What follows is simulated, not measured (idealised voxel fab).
process module | voxel trench capacitor
cross-section cut | 145 nm wide | cells 5 nm
A cross-section is a grid of square cells, given in bands from the top down. A band is one or more rows of cells.
Each band's line starts with the height of the band's top and of its bottom, in nm. Then come its materials from left to right, each with its width in nm. One material with "throughout" fills the band from edge to edge. "air" is empty space.
Height 0 is the level under which the wafer as received is all one material. The lowest band goes on downwards, as in "0 down".
A width such as "30 to 40" changes by the same amount from each row of cells to the next, from the band's top row to its bottom row.
"no change" after a step means that no cell of the cross-section changed.
closed voids: empty space of 8 cells or more with no open way to the top, each as width x height at its distance from the left edge, in nm
after a step's settings: what the simulator itself notes on the step
overlay nm, on a step with a mask: how far to the right of its planned place the mask lay; to the left if negative
plan
1 op RECEIVE | material Si
2 op CONFORMAL_DEP | material SiN | thk nm 5
3 op DIRECTIONAL_DEP | material aC | thk nm 15
4 op PATTERN | tone open | mask id TRENCH | material resist | width nm 20 | pitch nm 35 | thk nm 35 | overlay nm 0
5 op DIRECTIONAL_ETCH | etch materials aC | depth nm 15
6 op STRIP | etch materials resist
7 op DIRECTIONAL_ETCH | etch materials SiN | depth nm 5
8 op DIRECTIONAL_ETCH | etch materials Si | depth nm 35
9 op STRIP | etch materials aC
10 op CONFORMAL_DEP | material SiO2 | thk nm 5
11 op FILL_DEP | material polySi | thk nm 10
12 op CMP | height nm 5
varied across the wafers: thk nm of step 2. The plan shows the first wafer's value. All wafers start alike
first wafer as received, after step 1
  0 down: Si throughout
  closed voids: none
each wafer at the end: cells of each material gained (+) or lost (-) since it was received, then its closed voids
thk nm 5 | -56 Si | +21 SiN | +36 SiO2 | +28 polySi | closed voids: none
thk nm 10 | +29 SiN | closed voids: none
thk nm 15 | +29 SiN | closed voids: none
thk nm 20 | +29 SiN | closed voids: none
